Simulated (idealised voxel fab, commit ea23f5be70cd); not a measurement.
A process module follows: voxel self aligned contacts.
Xsec cut, 230 nm wide, square cell size 5 nm.
Cross-section layout: square cells on a grid; listed as bands, top to bottom; a band spans one or more cell rows.
Heights first: top, then bottom, in nm. Then materials, left to right, each with a width in nm. "throughout" on a single material: fills the band edge to edge. "air": empty space.
We count height from 0. Below that, the starting wafer is all one material. The lowest band never ends at the bottom but goes on down; see "0 nm and below" for how that is written.
The two numbers in a width such as "30->40" mark its ends across the band: the first belongs to the top row of cells, the second to the bottom row, and from each row to the next the width moves by the same amount.
The designation "nothing changed", where it is given for a processing step, indicates that no cell of the cross-section was altered in the course of that step.
Closed-off voids of 8+ cells (no open route to the top) go in "Closed cavities", written width x height at distance from the left edge, in nm.
Heads up: the bit after the settings on a step's line is the simulator's remark on that step.
overlay nm: mask offset rightward from planned place, masked step; negative means leftward offset.
THE FOLLOWING LIST GIVES THE PLANNED PROCESS STEPS
| 1 | RECEIVE | material Si |
| 2 | OXIDIZE | depth nm 5 |
| 3 | DIRECTIONAL_DEP | material polySi | thk nm 30 |
| 4 | DIRECTIONAL_DEP | material SiN | thk nm 25 |
| 5 | PATTERN | tone cover | mask id GATE | material resist | width nm 30 | pitch nm 65 | thk nm 20 | overlay nm 0 |
| 6 | DIRECTIONAL_ETCH | etch materials SiN | depth nm 25 |
| 7 | DIRECTIONAL_ETCH | etch materials polySi | depth nm 30 |
| 8 | STRIP | etch materials resist |
| 9 | CONFORMAL_DEP | material SiN | thk nm 10 |
| 10 | DIRECTIONAL_ETCH | etch materials SiN | depth nm 10 |
| 11 | FILL_DEP | material SiO2 | thk nm 20 |
| 12 | CMP | height nm 65 |
| 13 | DIRECTIONAL_DEP | material aC | thk nm 15 |
| 14 | PATTERN | tone open | mask id CONTACT | material resist | width nm 45 | pitch nm 65 | thk nm 35 | overlay nm 0 |
| 15 | DIRECTIONAL_ETCH | etch materials aC | depth nm 15 |
| 16 | STRIP | etch materials resist |
| 17 | DIRECTIONAL_ETCH | etch materials SiO2 | depth nm 70 |
| 18 | STRIP | etch materials aC |
| 19 | CONFORMAL_DEP | material TiN | thk nm 5 |
| 20 | FILL_DEP | material W | thk nm 10 |
| 21 | CMP | height nm 65 |
| 22 | CONFORMAL_DEP | material SiCN | thk nm 5 |
THE FIRST OF TWO WAFERS, RUN AS PLANNED
WAFER AT RECEIPT (POST STEP 1), CROSS-SECTION
    0 nm and below | Si throughout
    Closed cavities: none
SECTIONAL VIEW: WAFER, AFTER STEP 2
    0 nm to -5 nm | SiO2 throughout
    At heights below -5, the structure remains unaltered.
SECTIONAL VIEW: WAFER, AFTER STEP 3
    30 nm to 0 nm | polySi throughout
    At heights below 0, the structure remains unaltered.
SECTIONAL VIEW: WAFER, AFTER STEP 4
    55 nm to 30 nm | SiN throughout
    At heights below 30, the structure remains unaltered.
SECTIONAL VIEW: WAFER, AFTER STEP 5
    75 nm to 55 nm | air=35, resist=30, air=35, resist=30, air=35, resist=30, air=35
    At heights below 55, the structure remains unaltered.
SECTIONAL VIEW: WAFER, AFTER STEP 6
    75 nm to 55 nm | air=35, resist=30, air=35, resist=30, air=35, resist=30, air=35
    55 nm to 30 nm | air=35, SiN=30, air=35, SiN=30, air=35, SiN=30, air=35
    At heights below 30, the structure remains unaltered.
SECTIONAL VIEW: WAFER, AFTER STEP 7
    75 nm to 55 nm | air=35, resist=30, air=35, resist=30, air=35, resist=30, air=35
    55 nm to 30 nm | air=35, SiN=30, air=35, SiN=30, air=35, SiN=30, air=35
    30 nm to 0 nm | air=35, polySi=30, air=35, polySi=30, air=35, polySi=30, air=35
    At heights below 0, the structure remains unaltered.
SECTIONAL VIEW: WAFER, AFTER STEP 8
    55 nm to 30 nm | air=35, SiN=30, air=35, SiN=30, air=35, SiN=30, air=35
    At heights below 30, the structure remains unaltered.
SECTIONAL VIEW: WAFER, AFTER STEP 9
    65 nm to 30 nm | air=25, SiN=50, air=15, SiN=50, air=15, SiN=50, air=25
    30 nm to 10 nm | air=25, SiN=10, polySi=30, SiN=10, air=15, SiN=10, polySi=30, SiN=10, air=15, SiN=10, polySi=30, SiN=10, air=25
    10 nm to 0 nm | SiN=35, polySi=30, SiN=35, polySi=30, SiN=35, polySi=30, SiN=35
    At heights below 0, the structure remains unaltered.
SECTIONAL VIEW: WAFER, AFTER STEP 10
    55 nm to 30 nm | air=25, SiN=50, air=15, SiN=50, air=15, SiN=50, air=25
    30 nm to 0 nm | air=25, SiN=10, polySi=30, SiN=10, air=15, SiN=10, polySi=30, SiN=10, air=15, SiN=10, polySi=30, SiN=10, air=25
    At heights below 0, the structure remains unaltered.
SECTIONAL VIEW: WAFER, AFTER STEP 11
    75 nm to 55 nm | SiO2 throughout
    55 nm to 30 nm | SiO2=25, SiN=50, SiO2=15, SiN=50, SiO2=15, SiN=50, SiO2=25
    30 nm to 0 nm | SiO2=25, SiN=10, polySi=30, SiN=10, SiO2=15, SiN=10, polySi=30, SiN=10, SiO2=15, SiN=10, polySi=30, SiN=10, SiO2=25
    At heights below 0, the structure remains unaltered.
SECTIONAL VIEW: WAFER, AFTER STEP 12
    65 nm to 55 nm | SiO2 throughout
    At heights below 55, the structure remains unaltered.
SECTIONAL VIEW: WAFER, AFTER STEP 13
    80 nm to 65 nm | aC throughout
    At heights below 65, the structure remains unaltered.
SECTIONAL VIEW: WAFER, AFTER STEP 14
    115 nm to 80 nm | resist=60, air=45, resist=20, air=45, resist=60
    At heights below 80, the structure remains unaltered.
SECTIONAL VIEW: WAFER, AFTER STEP 15
    100 nm to 80 nm | resist=60, air=45, resist=20, air=45, resist=60
    80 nm to 65 nm | aC=60, air=45, aC=20, air=45, aC=60
    At heights below 65, the structure remains unaltered.
SECTIONAL VIEW: WAFER, AFTER STEP 16
    80 nm to 65 nm | aC=60, air=45, aC=20, air=45, aC=60
    At heights below 65, the structure remains unaltered.
SECTIONAL VIEW: WAFER, AFTER STEP 17
    80 nm to 65 nm | aC=60, air=45, aC=20, air=45, aC=60
    65 nm to 55 nm | SiO2=60, air=45, SiO2=20, air=45, SiO2=60
    55 nm to 30 nm | SiO2=25, SiN=50, air=15, SiN=50, air=15, SiN=50, SiO2=25
    30 nm to 0 nm | SiO2=25, SiN=10, polySi=30, SiN=10, air=15, SiN=10, polySi=30, SiN=10, air=15, SiN=10, polySi=30, SiN=10, SiO2=25
    0 nm to -5 nm | SiO2=75, air=15, SiO2=50, air=15, SiO2=75
    At heights below -5, the structure remains unaltered.
SECTIONAL VIEW: WAFER, AFTER STEP 18
    65 nm to 55 nm | SiO2=60, air=45, SiO2=20, air=45, SiO2=60
    At heights below 55, the structure remains unaltered.
SECTIONAL VIEW: WAFER, AFTER STEP 19
    70 nm to 65 nm | TiN=65, air=35, TiN=30, air=35, TiN=65
    65 nm to 55 nm | SiO2=60, TiN=5->20, air=35->5, TiN=5->20, SiO2=20, TiN=5->20, air=35->5, TiN=5->20, SiO2=60
    55 nm to 30 nm | SiO2=25, SiN=50, TiN=5, air=5, TiN=5, SiN=50, TiN=5, air=5, TiN=5, SiN=50, SiO2=25
    30 nm to 0 nm | SiO2=25, SiN=10, polySi=30, SiN=10, TiN=5, air=5, TiN=5, SiN=10, polySi=30, SiN=10, TiN=5, air=5, TiN=5, SiN=10, polySi=30, SiN=10, SiO2=25
    0 nm to -5 nm | SiO2=75, TiN=15, SiO2=50, TiN=15, SiO2=75
    At heights below -5, the structure remains unaltered.
SECTIONAL VIEW: WAFER, AFTER STEP 20
    80 nm to 70 nm | W throughout
    70 nm to 65 nm | TiN=65, W=35, TiN=30, W=35, TiN=65
    65 nm to 55 nm | SiO2=60, TiN=5->20, W=35->5, TiN=5->20, SiO2=20, TiN=5->20, W=35->5, TiN=5->20, SiO2=60
    55 nm to 30 nm | SiO2=25, SiN=50, TiN=5, W=5, TiN=5, SiN=50, TiN=5, W=5, TiN=5, SiN=50, SiO2=25
    30 nm to 0 nm | SiO2=25, SiN=10, polySi=30, SiN=10, TiN=5, W=5, TiN=5, SiN=10, polySi=30, SiN=10, TiN=5, W=5, TiN=5, SiN=10, polySi=30, SiN=10, SiO2=25
    At heights below 0, the structure remains unaltered.
SECTIONAL VIEW: WAFER, AFTER STEP 21
    65 nm to 55 nm | SiO2=60, TiN=5->20, W=35->5, TiN=5->20, SiO2=20, TiN=5->20, W=35->5, TiN=5->20, SiO2=60
    At heights below 55, the structure remains unaltered.
SECTIONAL VIEW: WAFER, AFTER STEP 22
    70 nm to 65 nm | SiCN throughout
    At heights below 65, the structure remains unaltered.
WAFER TWO: LIKE WAFER ONE IN START AND PLAN, BUT WITH ONE MISTAKE IN EXECUTION; IDENTICAL UP TO AND INCLUDING STEP 2
SECOND WAFER: CROSS-SECTION AT THE SCHEDULED END OF STEP 3
    25 nm to 0 nm | SiN throughout
    At heights below 0, the structure remains unaltered.
SECOND WAFER: CROSS-SECTION AT THE SCHEDULED END OF STEP 4
    55 nm to 25 nm | polySi throughout
    At heights below 25, the structure remains unaltered.
SECOND WAFER: CROSS-SECTION AT THE SCHEDULED END OF STEP 5
    75 nm to 55 nm | air=35, resist=30, air=35, resist=30, air=35, resist=30, air=35
    At heights below 55, the structure remains unaltered.
Second wafer: cross-section at the scheduled end of step 6: nothing changed
SECOND WAFER: CROSS-SECTION AT THE SCHEDULED END OF STEP 7
    75 nm to 55 nm | air=35, resist=30, air=35, resist=30, air=35, resist=30, air=35
    55 nm to 25 nm | air=35, polySi=30, air=35, polySi=30, air=35, polySi=30, air=35
    At heights below 25, the structure remains unaltered.
SECOND WAFER: CROSS-SECTION AT THE SCHEDULED END OF STEP 8
    55 nm to 25 nm | air=35, polySi=30, air=35, polySi=30, air=35, polySi=30, air=35
    At heights below 25, the structure remains unaltered.
SECOND WAFER: CROSS-SECTION AT THE SCHEDULED END OF STEP 9
    65 nm to 55 nm | air=25, SiN=50, air=15, SiN=50, air=15, SiN=50, air=25
    55 nm to 35 nm | air=25, SiN=10, polySi=30, SiN=10, air=15, SiN=10, polySi=30, SiN=10, air=15, SiN=10, polySi=30, SiN=10, air=25
    35 nm to 25 nm | SiN=35, polySi=30, SiN=35, polySi=30, SiN=35, polySi=30, SiN=35
    At heights below 25, the structure remains unaltered.
SECOND WAFER: CROSS-SECTION AT THE SCHEDULED END OF STEP 10
    55 nm to 25 nm | air=25, SiN=10, polySi=30, SiN=10, air=15, SiN=10, polySi=30, SiN=10, air=15, SiN=10, polySi=30, SiN=10, air=25
    At heights below 25, the structure remains unaltered.
SECOND WAFER: CROSS-SECTION AT THE SCHEDULED END OF STEP 11
    75 nm to 55 nm | SiO2 throughout
    55 nm to 25 nm | SiO2=25, SiN=10, polySi=30, SiN=10, SiO2=15, SiN=10, polySi=30, SiN=10, SiO2=15, SiN=10, polySi=30, SiN=10, SiO2=25
    At heights below 25, the structure remains unaltered.
SECOND WAFER: CROSS-SECTION AT THE SCHEDULED END OF STEP 12
    65 nm to 55 nm | SiO2 throughout
    At heights below 55, the structure remains unaltered.
SECOND WAFER: CROSS-SECTION AT THE SCHEDULED END OF STEP 13
    80 nm to 65 nm | aC throughout
    At heights below 65, the structure remains unaltered.
SECOND WAFER: CROSS-SECTION AT THE SCHEDULED END OF STEP 14
    115 nm to 80 nm | resist=60, air=45, resist=20, air=45, resist=60
    At heights below 80, the structure remains unaltered.
SECOND WAFER: CROSS-SECTION AT THE SCHEDULED END OF STEP 15
    100 nm to 80 nm | resist=60, air=45, resist=20, air=45, resist=60
    80 nm to 65 nm | aC=60, air=45, aC=20, air=45, aC=60
    At heights below 65, the structure remains unaltered.
SECOND WAFER: CROSS-SECTION AT THE SCHEDULED END OF STEP 16
    80 nm to 65 nm | aC=60, air=45, aC=20, air=45, aC=60
    At heights below 65, the structure remains unaltered.
SECOND WAFER: CROSS-SECTION AT THE SCHEDULED END OF STEP 17
    80 nm to 65 nm | aC=60, air=45, aC=20, air=45, aC=60
    65 nm to 55 nm | SiO2=60, air=45, SiO2=20, air=45, SiO2=60
    55 nm to 25 nm | SiO2=25, SiN=10, polySi=30, SiN=10, air=15, SiN=10, polySi=30, SiN=10, air=15, SiN=10, polySi=30, SiN=10, SiO2=25
    At heights below 25, the structure remains unaltered.
SECOND WAFER: CROSS-SECTION AT THE SCHEDULED END OF STEP 18
    65 nm to 55 nm | SiO2=60, air=45, SiO2=20, air=45, SiO2=60
    At heights below 55, the structure remains unaltered.
SECOND WAFER: CROSS-SECTION AT THE SCHEDULED END OF STEP 19
    70 nm to 65 nm | TiN=65, air=35, TiN=30, air=35, TiN=65
    65 nm to 55 nm | SiO2=60, TiN=5->20, air=35->5, TiN=5->20, SiO2=20, TiN=5->20, air=35->5, TiN=5->20, SiO2=60
    55 nm to 30 nm | SiO2=25, SiN=10, polySi=30, SiN=10, TiN=5, air=5, TiN=5, SiN=10, polySi=30, SiN=10, TiN=5, air=5, TiN=5, SiN=10, polySi=30, SiN=10, SiO2=25
    30 nm to 25 nm | SiO2=25, SiN=10, polySi=30, SiN=10, TiN=15, SiN=10, polySi=30, SiN=10, TiN=15, SiN=10, polySi=30, SiN=10, SiO2=25
    At heights below 25, the structure remains unaltered.
SECOND WAFER: CROSS-SECTION AT THE SCHEDULED END OF STEP 20
    80 nm to 70 nm | W throughout
    70 nm to 65 nm | TiN=65, W=35, TiN=30, W=35, TiN=65
    65 nm to 55 nm | SiO2=60, TiN=5->20, W=35->5, TiN=5->20, SiO2=20, TiN=5->20, W=35->5, TiN=5->20, SiO2=60
    55 nm to 30 nm | SiO2=25, SiN=10, polySi=30, SiN=10, TiN=5, W=5, TiN=5, SiN=10, polySi=30, SiN=10, TiN=5, W=5, TiN=5, SiN=10, polySi=30, SiN=10, SiO2=25
    At heights below 30, the structure remains unaltered.
SECOND WAFER: CROSS-SECTION AT THE SCHEDULED END OF STEP 21
    65 nm to 55 nm | SiO2=60, TiN=5->20, W=35->5, TiN=5->20, SiO2=20, TiN=5->20, W=35->5, TiN=5->20, SiO2=60
    At heights below 55, the structure remains unaltered.
SECOND WAFER: CROSS-SECTION AT THE SCHEDULED END OF STEP 22
    70 nm to 65 nm | SiCN throughout
    At heights below 65, the structure remains unaltered.
Error vs. plan: steps 3 and 4 swapped
Final cells, second wafer relative to first, materials higher or lower: +80 SiN, -44 SiO2, -24 TiN, -12 W
